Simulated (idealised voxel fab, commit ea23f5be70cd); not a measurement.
Process module under the name voxel air gaps
In the cross-section labelled cut, the width is 285 nm and each square cell is 5 nm.
How to read a cross-section here: the picture is a grid of square cells, written as bands going from the top down, and any band can span one or more rows of cells.
Heights first: top, then bottom, in nm. Then materials, left to right, each with a width in nm. "throughout" on a single material: fills the band edge to edge. "empty": empty space.
Basically, 0 is our baseline, since under it the wafer straight out of the box is all one material. The bottom band has no lower end and keeps on going down, so it looks like "top 0, no bottom".
Quick explanation for "30->40": the width changes in equal steps down the rows of cells, from the first number in the band's top row to the second number in its bottom row.
A step reported as "nothing got changed" is a step in which no cell of the cross-section changed.
In "Fully closed voids" the enclosed voids are listed, meaning empty spaces of 8 cells or larger without any opening to the top. The form is width x height at distance, distance from the left edge, units nm.
Read whatever lies past the settings on a step's line as the simulator's own remark about the step.
overlay nm: how far to the right of its planned place the mask lay on this masked step (negative: to the left).
Below is the list of planned process steps:
- 1: RECEIVE, material Si
- 2: CONFORMAL_DEP, material SiO2, thk nm 10
- 3: CONFORMAL_DEP, material SiCN, thk nm 5
- 4: DIRECTIONAL_DEP, material SiO2, thk nm 40
- 5: MASKED_ETCH, tone open, mask id LINES, width nm 25, pitch nm 50, etch materials SiO2, depth nm 40, overlay nm 0
- 6: CONFORMAL_DEP, material TiN, thk nm 5
- 7: FILL_DEP, material W, thk nm 10
- 8: CMP, height nm 55
- 9: EPI, material Ru, thk nm 10
- 10: SELECTIVE_ETCH, etch materials SiO2, depth nm 50
- 11: CONFORMAL_DEP, material SiCN, thk nm 5
Wafer cross-section on receipt, i.e. after step 1:
* top 0, no bottom | Si throughout
* Fully closed voids: none
The following cross-section depicts the wafer upon conclusion of the module. Processing commenced from the starting condition illustrated above and adhered to the plan illustrated above, save for one mistake in execution:
* top 70, bottom 65 | empty: 65, then SiCN: 155, then empty: 65
* top 65, bottom 55 | empty: 65, then SiCN: 5, then Ru: 45, then SiCN: 5, then Ru: 45, then SiCN: 5, then Ru: 45, then SiCN: 5, then empty: 65
* top 55, bottom 50 | empty: 65, then SiCN: 15, then TiN: 5, then SiCN: 15, then TiN: 5, then SiCN: 25, then TiN: 5, then SiCN: 15, then TiN: 5, then SiCN: 25, then TiN: 5, then SiCN: 15, then TiN: 5, then SiCN: 15, then empty: 65
* top 50, bottom 20 | empty: 75, then SiCN: 5, then TiN: 5, then SiCN: 15, then TiN: 5, then SiCN: 5, then empty: 15, then SiCN: 5, then TiN: 5, then SiCN: 15, then TiN: 5, then SiCN: 5, then empty: 15, then SiCN: 5, then TiN: 5, then SiCN: 15, then TiN: 5, then SiCN: 5, then empty: 75
* top 20, bottom 15 | SiCN: 80, then TiN: 25, then SiCN: 25, then TiN: 25, then SiCN: 25, then TiN: 25, then SiCN: 80
* top 15, bottom 10 | SiCN throughout
* top 10, bottom 0 | SiO2 throughout
* top 0, no bottom | Si throughout
* Fully closed voids: 15 x 30 at 110; 15 x 30 at 160
Deviation noted in wafer processing: step 7 ran with different settings than intended, the actual operation and settings being FILL_DEP, material SiCN, thk nm 10
